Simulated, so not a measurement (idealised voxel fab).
process module | voxel self aligned vias
cross-section cut | 290 nm wide | cells 5 nm
A cross-section is a grid of square cells, given in bands from the top down. A band is one or more rows of cells.
Each band's line starts with the height of the band's top and of its bottom, in nm. Then come its materials from left to right, each with its width in nm. One material with "throughout" fills the band from edge to edge. "air" is empty space.
Height 0 is the level under which the wafer as received is all one material. The lowest band goes on downwards, as in "0 down".
A width such as "30 to 40" changes by the same amount from each row of cells to the next, from the band's top row to its bottom row.
"no change" after a step means that no cell of the cross-section changed.
closed voids: empty space of 8 cells or more with no open way to the top, each as width x height at its distance from the left edge, in nm
after a step's settings: what the simulator itself notes on the step
overlay nm, on a step with a mask: how far to the right of its planned place the mask lay; to the left if negative
plan
1 op RECEIVE | material Si
2 op CONFORMAL_DEP | material SiO2 | thk nm 10
3 op CONFORMAL_DEP | material SiCN | thk nm 5
4 op DIRECTIONAL_DEP | material SiO2 | thk nm 20
5 op MASKED_ETCH | tone open | mask id LINES | width nm 25 | pitch nm 50 | etch materials SiO2 | depth nm 20 | overlay nm 0
6 op CONFORMAL_DEP | material TiN | thk nm 5
7 op FILL_DEP | material Ru | thk nm 5
8 op CMP | height nm 35
9 op SELECTIVE_ETCH | etch materials W Ru TiN | depth nm 5
10 op FILL_DEP | material SiN | thk nm 10
11 op CMP | height nm 35
12 op DIRECTIONAL_DEP | material SiO2 | thk nm 15
13 op DIRECTIONAL_DEP | material aC | thk nm 10
14 op PATTERN | tone open | mask id VIAS | material resist | width nm 35 | pitch nm 50 | thk nm 30 | overlay nm 0
15 op DIRECTIONAL_ETCH | etch materials aC | depth nm 10
16 op STRIP | etch materials resist
17 op DIRECTIONAL_ETCH | etch materials SiO2 | depth nm 15
18 op DIRECTIONAL_ETCH | etch materials SiN | depth nm 5
19 op STRIP | etch materials aC
20 op CONFORMAL_DEP | material TiN | thk nm 5
21 op FILL_DEP | material Cu | thk nm 5
22 op CMP | height nm 50
23 op CONFORMAL_DEP | material SiN | thk nm 5
as received, after step 1
  0 down: Si throughout
  closed voids: none
first wafer at the end, as planned
  55 to 50: SiN throughout
  50 to 40: SiO2 100 | TiN 5 | Cu 25 | TiN 5 | SiO2 15 | TiN 5 | Cu 25 | TiN 5 | SiO2 105
  40 to 35: SiO2 100 | TiN 10 | Cu 15 | TiN 10 | SiO2 15 | TiN 10 | Cu 15 | TiN 10 | SiO2 105
  35 to 30: SiO2 105 | TiN 25 | SiO2 25 | TiN 25 | SiO2 110
  30 to 20: SiO2 105 | TiN 5 | Ru 15 | TiN 5 | SiO2 25 | TiN 5 | Ru 15 | TiN 5 | SiO2 110
  20 to 15: SiO2 105 | TiN 25 | SiO2 25 | TiN 25 | SiO2 110
  15 to 10: SiCN throughout
  10 to 0: SiO2 throughout
  0 down: Si throughout
  closed voids: none
second wafer at the end: like start, like plan, one mistake
  55 to 50: SiN throughout
  50 to 40: SiO2 90 | TiN 5 | Cu 25 | TiN 5 | SiO2 15 | TiN 5 | Cu 25 | TiN 5 | SiO2 115
  40 to 35: SiO2 90 | TiN 20 | Cu 10 | TiN 5 | SiO2 15 | TiN 20 | Cu 10 | TiN 5 | SiO2 115
  35 to 30: SiO2 105 | TiN 20 | SiN 5 | SiO2 25 | TiN 20 | SiN 5 | SiO2 110
  30 to 20: SiO2 105 | TiN 5 | Ru 15 | TiN 5 | SiO2 25 | TiN 5 | Ru 15 | TiN 5 | SiO2 110
  20 to 15: SiO2 105 | TiN 25 | SiO2 25 | TiN 25 | SiO2 110
  15 to 10: SiCN throughout
  10 to 0: SiO2 throughout
  0 down: Si throughout
  closed voids: none
what went wrong: step 14 ran as: op PATTERN | tone open | mask id VIAS | material resist | width nm 35 | pitch nm 50 | thk nm 30 | overlay nm -10
at the end the second wafer has, in cells: 2 fewer of Cu | 2 more of SiN
